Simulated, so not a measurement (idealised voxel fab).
Process module heading - voxel air gaps
Cross-sectional view cut (width: 250 nm; square cell size: 5 nm).
Heads up, the way a cross-section reads in here is a grid of square cells, handed over as bands from the top down, with every band being one or more rows of cells. Heads up on the band format: heights come first, top then bottom, in nm. After that it's the materials left to right, each with its width in nm. A single material flagged "throughout" fills the whole band edge to edge, and "empty" means there's empty space there. Where do heights start? At 0: under that level the wafer as delivered is made of one material only. And the lowest band has no floor; it just carries on downward, as in "z 0 and below". You'd read "30..40" like this: the band's top row of cells is as wide as the first number, its bottom row is as wide as the second, and going down, every row changes width by the same amount as the row before did. "nothing different" -> step changed no cross-section cell. Look at "Enclosed void inventory" for the closed voids: empty spaces with no open path to the top, sized 8 cells or up. Each is width x height at distance, distance from the left edge, all nm. Post-settings text on a step line: simulator's own remark regarding the step. The setting "overlay nm" may be written on the line of a step. When the step uses a mask, the value reports how far to the right of the planned place the mask lay, and a negative value reports that it lay to the left.

Process steps - plan
1 RECEIVE with material Si
2 CONFORMAL_DEP with material SiO2, thk nm 15
3 CONFORMAL_DEP with material SiN, thk nm 5
4 DIRECTIONAL_DEP with material SiO2, thk nm 35
5 MASKED_ETCH with tone open, mask id LINES, width nm 25, pitch nm 55, etch materials SiO2, depth nm 35, overlay nm 0
6 CONFORMAL_DEP with material TiN, thk nm 5
7 FILL_DEP with material Cu, thk nm 5
8 CMP with height nm 55
9 EPI with material Ru, thk nm 10
10 SELECTIVE_ETCH with etch materials SiO2, depth nm 45
11 CONFORMAL_DEP with material SiCN, thk nm 5

Cross-section: wafer on arrival = after step 1
- z 0 and below: Si throughout
- Enclosed void inventory: none

Cross-sectional view of the first of the two wafers upon completion of the module, processed in accordance with the plan
- z 70 to 65: 40 empty; 165 SiCN; 45 empty
- z 65 to 55: 40 empty; 5 SiCN; 45 Ru; 10 SiCN; 45 Ru; 10 SiCN; 45 Ru; 5 SiCN; 45 empty
- z 55 to 50: 40 empty; 15 SiCN; 5 TiN; 15 Cu; 5 TiN; 30 SiCN; 5 TiN; 15 Cu; 5 TiN; 30 SiCN; 5 TiN; 15 Cu; 5 TiN; 15 SiCN; 45 empty
- z 50 to 25: 50 empty; 5 SiCN; 5 TiN; 15 Cu; 5 TiN; 5 SiCN; 20 empty; 5 SiCN; 5 TiN; 15 Cu; 5 TiN; 5 SiCN; 20 empty; 5 SiCN; 5 TiN; 15 Cu; 5 TiN; 5 SiCN; 55 empty
- z 25 to 20: 55 SiCN; 25 TiN; 30 SiCN; 25 TiN; 30 SiCN; 25 TiN; 60 SiCN
- z 20 to 15: SiN throughout
- z 15 to 0: SiO2 throughout
- z 0 and below: Si throughout
- Enclosed void inventory: 20 x 25 at 85; 20 x 25 at 140

Same start, same plan as the first wafer - but one mistake in the run. Cross-section of the second of the two at the end of the module
- z 80 to 65: 30 empty; 185 SiCN; 35 empty
- z 65 to 55: 30 empty; 15 SiCN; 45 Ru; 10 SiCN; 45 Ru; 10 SiCN; 45 Ru; 15 SiCN; 35 empty
- z 55 to 50: 30 empty; 25 SiCN; 5 TiN; 15 Cu; 5 TiN; 30 SiCN; 5 TiN; 15 Cu; 5 TiN; 30 SiCN; 5 TiN; 15 Cu; 5 TiN; 25 SiCN; 35 empty
- z 50 to 40: 30 empty; 25 SiCN; 5 TiN; 15 Cu; 5 TiN; 5 SiCN; 20 empty; 5 SiCN; 5 TiN; 15 Cu; 5 TiN; 5 SiCN; 20 empty; 5 SiCN; 5 TiN; 15 Cu; 5 TiN; 25 SiCN; 35 empty
- z 40 to 35: 40 empty; 15 SiCN; 5 TiN; 15 Cu; 5 TiN; 5 SiCN; 20 empty; 5 SiCN; 5 TiN; 15 Cu; 5 TiN; 5 SiCN; 20 empty; 5 SiCN; 5 TiN; 15 Cu; 5 TiN; 15 SiCN; 45 empty
- z 35 to 25: 55 SiCN; 5 TiN; 15 Cu; 5 TiN; 5 SiCN; 20 empty; 5 SiCN; 5 TiN; 15 Cu; 5 TiN; 5 SiCN; 20 empty; 5 SiCN; 5 TiN; 15 Cu; 5 TiN; 60 SiCN
- z 25 to 20: 55 SiCN; 25 TiN; 30 SiCN; 25 TiN; 30 SiCN; 25 TiN; 60 SiCN
- z 20 to 15: SiN throughout
- z 15 to 0: SiO2 throughout
- z 0 and below: Si throughout
- Enclosed void inventory: 20 x 25 at 85; 20 x 25 at 140
In executing the process, a mistake was made relative to the plan: step 11 went in with a setting other than planned; the actual run was CONFORMAL_DEP with material SiCN, thk nm 15
Wrapping up, a cell-based count of both wafers puts the second over or under the first for these materials: SiCN: 152 more
